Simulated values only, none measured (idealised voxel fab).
Herein follows the process module entitled voxel ribs on slabs.
Section shown: cut. Width: 165 nm. Cell size: 5 nm, square.
If you're reading a cross-section in this doc, picture square cells in a grid; it comes to you as bands, top ones listed first down to the bottom, and a band can be one or more rows of cells. Top height, bottom height, nm. Materials left to right, width each, nm. Single material + "throughout" = fills band edge to edge. "air" = empty. Heads up on the height convention: 0 is the point under which the incoming wafer is all one material, and the lowest band has no bottom, it just keeps going down, like "from 0 down". Read "30 to 40" as a graded width: first number on top, second number at the bottom, same change between each pair of neighbouring rows. It should be understood that the words "remains unaltered", when stated for a given step, signify that the cross-section underwent no change in any of its cells during that step. Heads up: "Sealed void list" only lists the empty pockets with no open path to the top that are 8 cells or more, and it writes them as width x height at distance, distance from the left edge, in nm. Read whatever lies past the settings on a step's line as the simulator's own remark about the step. overlay nm: for a step with a mask, the amount by which the mask lay right of where it was planned; a negative amount means left of it.

# Here's what the planned process steps look like
1. RECEIVE | material Si
2. DIRECTIONAL_DEP | material SiO2 | thk nm 25
3. DIRECTIONAL_DEP | material SiN | thk nm 15
4. MASKED_ETCH | tone cover | mask id RIB | width nm 25 | etch materials SiN | depth nm 5 | overlay nm 0
5. PATTERN | tone cover | mask id SLAB | material resist | width nm 55 | thk nm 20 | overlay nm 0
6. DIRECTIONAL_ETCH | etch materials SiN | depth nm 10
7. STRIP | etch materials resist
8. FILL_DEP | material SiO2 | thk nm 15
9. CMP | height nm 50
10. DIRECTIONAL_DEP | material TiN | thk nm 5
11. PATTERN | tone cover | mask id HEATER | material resist | width nm 35 | thk nm 20 | overlay nm 0
12. DIRECTIONAL_ETCH | etch materials TiN | depth nm 5
13. STRIP | etch materials resist
14. CONFORMAL_DEP | material SiN | thk nm 10

# The first of the two wafers, which ran as planned

# Cross-section, incoming material, after step 1
from 0 down: Si throughout
Sealed void list: none

# After step 2: wafer cross-section
from 25 to 0: SiO2 throughout
No changes below 0.

# After step 3: wafer cross-section
from 40 to 25: SiN throughout
No changes below 25.

# After step 4: wafer cross-section
from 40 to 35: 70 nm air; 25 nm SiN; 70 nm air
No changes below 35.

# After step 5: wafer cross-section
from 60 to 40: 55 nm air; 55 nm resist; 55 nm air
from 40 to 35: 55 nm air; 15 nm resist; 25 nm SiN; 15 nm resist; 55 nm air
No changes below 35.

# After step 6: wafer cross-section
from 60 to 40: 55 nm air; 55 nm resist; 55 nm air
from 40 to 35: 55 nm air; 15 nm resist; 25 nm SiN; 15 nm resist; 55 nm air
from 35 to 25: 55 nm air; 55 nm SiN; 55 nm air
No changes below 25.

# After step 7: wafer cross-section
from 40 to 35: 70 nm air; 25 nm SiN; 70 nm air
No changes below 35.

# After step 8: wafer cross-section
from 55 to 40: SiO2 throughout
from 40 to 35: 70 nm SiO2; 25 nm SiN; 70 nm SiO2
from 35 to 25: 55 nm SiO2; 55 nm SiN; 55 nm SiO2
No changes below 25.

# After step 9: wafer cross-section
from 50 to 40: SiO2 throughout
No changes below 40.

# After step 10: wafer cross-section
from 55 to 50: TiN throughout
No changes below 50.

# After step 11: wafer cross-section
from 75 to 55: 65 nm air; 35 nm resist; 65 nm air
No changes below 55.

# After step 12: wafer cross-section
from 75 to 55: 65 nm air; 35 nm resist; 65 nm air
from 55 to 50: 65 nm air; 35 nm TiN; 65 nm air
No changes below 50.

# After step 13: wafer cross-section
from 55 to 50: 65 nm air; 35 nm TiN; 65 nm air
No changes below 50.

# After step 14: wafer cross-section
from 65 to 60: 55 nm air; 55 nm SiN; 55 nm air
from 60 to 55: SiN throughout
from 55 to 50: 65 nm SiN; 35 nm TiN; 65 nm SiN
No changes below 50.

# Second of two: same start, same plan, one run error; steps up to and including 3 match the first

# Cross-section of the second wafer at the time step 4 of the plan should have ended
from 40 to 35: 70 nm SiN; 25 nm air; 70 nm SiN
No changes below 35.

# Cross-section of the second wafer at the time step 5 of the plan should have ended
from 60 to 40: 55 nm air; 55 nm resist; 55 nm air
from 40 to 35: 70 nm SiN; 25 nm resist; 70 nm SiN
No changes below 35.

# Cross-section of the second wafer at the time step 6 of the plan should have ended
from 60 to 40: 55 nm air; 55 nm resist; 55 nm air
from 40 to 35: 55 nm air; 15 nm SiN; 25 nm resist; 15 nm SiN; 55 nm air
from 35 to 30: 55 nm air; 55 nm SiN; 55 nm air
No changes below 30.

# Cross-section of the second wafer at the time step 7 of the plan should have ended
from 40 to 35: 55 nm air; 15 nm SiN; 25 nm air; 15 nm SiN; 55 nm air
No changes below 35.

# Cross-section of the second wafer at the time step 8 of the plan should have ended
from 55 to 40: SiO2 throughout
from 40 to 35: 55 nm SiO2; 15 nm SiN; 25 nm SiO2; 15 nm SiN; 55 nm SiO2
from 35 to 30: 55 nm SiO2; 55 nm SiN; 55 nm SiO2
No changes below 30.

# Cross-section of the second wafer at the time step 9 of the plan should have ended
from 50 to 40: SiO2 throughout
No changes below 40.

# Cross-section of the second wafer at the time step 10 of the plan should have ended
from 55 to 50: TiN throughout
No changes below 50.

# Cross-section of the second wafer at the time step 11 of the plan should have ended
from 75 to 55: 65 nm air; 35 nm resist; 65 nm air
No changes below 55.

# Cross-section of the second wafer at the time step 12 of the plan should have ended
from 75 to 55: 65 nm air; 35 nm resist; 65 nm air
from 55 to 50: 65 nm air; 35 nm TiN; 65 nm air
No changes below 50.

# Cross-section of the second wafer at the time step 13 of the plan should have ended
from 55 to 50: 65 nm air; 35 nm TiN; 65 nm air
No changes below 50.

# Cross-section of the second wafer at the time step 14 of the plan should have ended
from 65 to 60: 55 nm air; 55 nm SiN; 55 nm air
from 60 to 55: SiN throughout
from 55 to 50: 65 nm SiN; 35 nm TiN; 65 nm SiN
No changes below 50.
The plan and the run diverged here: contrary to plan, step 4 was performed as MASKED_ETCH | tone open | mask id RIB | width nm 25 | etch materials SiN | depth nm 5 | overlay nm 0
Wafer comparison, final, in cells, second relative to first, materials more or fewer: SiN: 23 more | SiO2: 23 fewer
